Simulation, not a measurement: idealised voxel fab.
process module | voxel self aligned vias
cross-section cut | 245 nm wide | cells 5 nm
A cross-section is a grid of square cells, given in bands from the top down. A band is one or more rows of cells.
Each band's line starts with the height of the band's top and of its bottom, in nm. Then come its materials from left to right, each with its width in nm. One material with "throughout" fills the band from edge to edge. "air" is empty space.
Height 0 is the level under which the wafer as received is all one material. The lowest band goes on downwards, as in "0 down".
A width such as "30 to 40" changes by the same amount from each row of cells to the next, from the band's top row to its bottom row.
"no change" after a step means that no cell of the cross-section changed.
closed voids: empty space of 8 cells or more with no open way to the top, each as width x height at its distance from the left edge, in nm
after a step's settings: what the simulator itself notes on the step
overlay nm, on a step with a mask: how far to the right of its planned place the mask lay; to the left if negative
plan
1 op RECEIVE | material Si
2 op CONFORMAL_DEP | material SiO2 | thk nm 10
3 op CONFORMAL_DEP | material SiCN | thk nm 5
4 op DIRECTIONAL_DEP | material lowk | thk nm 25
5 op DIRECTIONAL_DEP | material aC | thk nm 15
6 op PATTERN | tone open | mask id LINES | material resist | width nm 25 | pitch nm 60 | thk nm 35 | overlay nm 0
7 op DIRECTIONAL_ETCH | etch materials aC | depth nm 15
8 op STRIP | etch materials resist
9 op DIRECTIONAL_ETCH | etch materials lowk | depth nm 25
10 op STRIP | etch materials aC
11 op CONFORMAL_DEP | material TiN | thk nm 5
12 op FILL_DEP | material W | thk nm 5
13 op CMP | height nm 40
14 op SELECTIVE_ETCH | etch materials W Ru TiN | depth nm 5
15 op FILL_DEP | material SiN | thk nm 10
16 op CMP | height nm 40
17 op DIRECTIONAL_DEP | material lowk | thk nm 20
18 op DIRECTIONAL_DEP | material aC | thk nm 10
19 op PATTERN | tone open | mask id VIAS | material resist | width nm 35 | pitch nm 60 | thk nm 25 | overlay nm 0
20 op DIRECTIONAL_ETCH | etch materials aC | depth nm 10
21 op STRIP | etch materials resist
22 op DIRECTIONAL_ETCH | etch materials lowk | depth nm 20
23 op DIRECTIONAL_ETCH | etch materials SiN | depth nm 5
24 op STRIP | etch materials aC
25 op CONFORMAL_DEP | material TiN | thk nm 5
26 op FILL_DEP | material Ru | thk nm 10
27 op CMP | height nm 60
28 op CONFORMAL_DEP | material SiN | thk nm 5
first wafer, as planned
as received, after step 1
  0 down: Si throughout
  closed voids: none
after step 2
  10 to 0: SiO2 throughout
  below 0: unchanged
after step 3
  15 to 10: SiCN throughout
  below 10: unchanged
after step 4
  40 to 15: lowk throughout
  below 15: unchanged
after step 5
  55 to 40: aC throughout
  below 40: unchanged
after step 6
  90 to 55: resist 80 | air 25 | resist 35 | air 25 | resist 80
  below 55: unchanged
after step 7
  75 to 55: resist 80 | air 25 | resist 35 | air 25 | resist 80
  55 to 40: aC 80 | air 25 | aC 35 | air 25 | aC 80
  below 40: unchanged
after step 8
  55 to 40: aC 80 | air 25 | aC 35 | air 25 | aC 80
  below 40: unchanged
after step 9
  55 to 40: aC 80 | air 25 | aC 35 | air 25 | aC 80
  40 to 15: lowk 80 | air 25 | lowk 35 | air 25 | lowk 80
  below 15: unchanged
after step 10
  40 to 15: lowk 80 | air 25 | lowk 35 | air 25 | lowk 80
  below 15: unchanged
after step 11
  45 to 40: TiN 85 | air 15 | TiN 45 | air 15 | TiN 85
  40 to 20: lowk 80 | TiN 5 | air 15 | TiN 5 | lowk 35 | TiN 5 | air 15 | TiN 5 | lowk 80
  20 to 15: lowk 80 | TiN 25 | lowk 35 | TiN 25 | lowk 80
  below 15: unchanged
after step 12
  50 to 45: W throughout
  45 to 40: TiN 85 | W 15 | TiN 45 | W 15 | TiN 85
  40 to 20: lowk 80 | TiN 5 | W 15 | TiN 5 | lowk 35 | TiN 5 | W 15 | TiN 5 | lowk 80
  below 20: unchanged
after step 13
  40 to 20: lowk 80 | TiN 5 | W 15 | TiN 5 | lowk 35 | TiN 5 | W 15 | TiN 5 | lowk 80
  below 20: unchanged
after step 14
  40 to 35: lowk 80 | air 25 | lowk 35 | air 25 | lowk 80
  below 35: unchanged
after step 15
  50 to 40: SiN throughout
  40 to 35: lowk 80 | SiN 25 | lowk 35 | SiN 25 | lowk 80
  below 35: unchanged
after step 16
  40 to 35: lowk 80 | SiN 25 | lowk 35 | SiN 25 | lowk 80
  below 35: unchanged
after step 17
  60 to 40: lowk throughout
  below 40: unchanged
after step 18
  70 to 60: aC throughout
  below 60: unchanged
after step 19
  95 to 70: resist 75 | air 35 | resist 25 | air 35 | resist 75
  below 70: unchanged
after step 20
  85 to 70: resist 75 | air 35 | resist 25 | air 35 | resist 75
  70 to 60: aC 75 | air 35 | aC 25 | air 35 | aC 75
  below 60: unchanged
after step 21
  70 to 60: aC 75 | air 35 | aC 25 | air 35 | aC 75
  below 60: unchanged
after step 22
  70 to 60: aC 75 | air 35 | aC 25 | air 35 | aC 75
  60 to 40: lowk 75 | air 35 | lowk 25 | air 35 | lowk 75
  below 40: unchanged
after step 23
  70 to 60: aC 75 | air 35 | aC 25 | air 35 | aC 75
  60 to 40: lowk 75 | air 35 | lowk 25 | air 35 | lowk 75
  40 to 35: lowk 80 | air 25 | lowk 35 | air 25 | lowk 80
  below 35: unchanged
after step 24
  60 to 40: lowk 75 | air 35 | lowk 25 | air 35 | lowk 75
  below 40: unchanged
after step 25
  65 to 60: TiN 80 | air 25 | TiN 35 | air 25 | TiN 80
  60 to 45: lowk 75 | TiN 5 | air 25 | TiN 5 | lowk 25 | TiN 5 | air 25 | TiN 5 | lowk 75
  45 to 40: lowk 75 | TiN 10 | air 15 | TiN 10 | lowk 25 | TiN 10 | air 15 | TiN 10 | lowk 75
  40 to 35: lowk 80 | TiN 25 | lowk 35 | TiN 25 | lowk 80
  below 35: unchanged
after step 26
  75 to 65: Ru throughout
  65 to 60: TiN 80 | Ru 25 | TiN 35 | Ru 25 | TiN 80
  60 to 45: lowk 75 | TiN 5 | Ru 25 | TiN 5 | lowk 25 | TiN 5 | Ru 25 | TiN 5 | lowk 75
  45 to 40: lowk 75 | TiN 10 | Ru 15 | TiN 10 | lowk 25 | TiN 10 | Ru 15 | TiN 10 | lowk 75
  below 40: unchanged
after step 27
  60 to 45: lowk 75 | TiN 5 | Ru 25 | TiN 5 | lowk 25 | TiN 5 | Ru 25 | TiN 5 | lowk 75
  below 45: unchanged
after step 28
  65 to 60: SiN throughout
  below 60: unchanged
second wafer: like start, like plan, one mistake. Through step 18 it matches the first wafer
when step 19 should have ended
  95 to 70: resist 85 | air 35 | resist 25 | air 35 | resist 65
  below 70: unchanged
when step 20 should have ended
  85 to 70: resist 85 | air 35 | resist 25 | air 35 | resist 65
  70 to 60: aC 85 | air 35 | aC 25 | air 35 | aC 65
  below 60: unchanged
when step 21 should have ended
  70 to 60: aC 85 | air 35 | aC 25 | air 35 | aC 65
  below 60: unchanged
when step 22 should have ended
  70 to 60: aC 85 | air 35 | aC 25 | air 35 | aC 65
  60 to 40: lowk 85 | air 35 | lowk 25 | air 35 | lowk 65
  below 40: unchanged
when step 23 should have ended
  70 to 60: aC 85 | air 35 | aC 25 | air 35 | aC 65
  60 to 40: lowk 85 | air 35 | lowk 25 | air 35 | lowk 65
  40 to 35: lowk 80 | SiN 5 | air 20 | lowk 35 | SiN 5 | air 20 | lowk 80
  below 35: unchanged
when step 24 should have ended
  60 to 40: lowk 85 | air 35 | lowk 25 | air 35 | lowk 65
  below 40: unchanged
when step 25 should have ended
  65 to 60: TiN 90 | air 25 | TiN 35 | air 25 | TiN 70
  60 to 45: lowk 85 | TiN 5 | air 25 | TiN 5 | lowk 25 | TiN 5 | air 25 | TiN 5 | lowk 65
  45 to 40: lowk 85 | TiN 5 | air 10 | TiN 20 | lowk 25 | TiN 5 | air 10 | TiN 20 | lowk 65
  40 to 35: lowk 80 | SiN 5 | TiN 20 | lowk 35 | SiN 5 | TiN 20 | lowk 80
  below 35: unchanged
when step 26 should have ended
  75 to 65: Ru throughout
  65 to 60: TiN 90 | Ru 25 | TiN 35 | Ru 25 | TiN 70
  60 to 45: lowk 85 | TiN 5 | Ru 25 | TiN 5 | lowk 25 | TiN 5 | Ru 25 | TiN 5 | lowk 65
  45 to 40: lowk 85 | TiN 5 | Ru 10 | TiN 20 | lowk 25 | TiN 5 | Ru 10 | TiN 20 | lowk 65
  below 40: unchanged
when step 27 should have ended
  60 to 45: lowk 85 | TiN 5 | Ru 25 | TiN 5 | lowk 25 | TiN 5 | Ru 25 | TiN 5 | lowk 65
  below 45: unchanged
when step 28 should have ended
  65 to 60: SiN throughout
  below 60: unchanged
what went wrong: step 19 ran as: op PATTERN | tone open | mask id VIAS | material resist | width nm 35 | pitch nm 60 | thk nm 25 | overlay nm 10
at the end the second wafer has, in cells: 2 fewer of Ru | 2 more of SiN
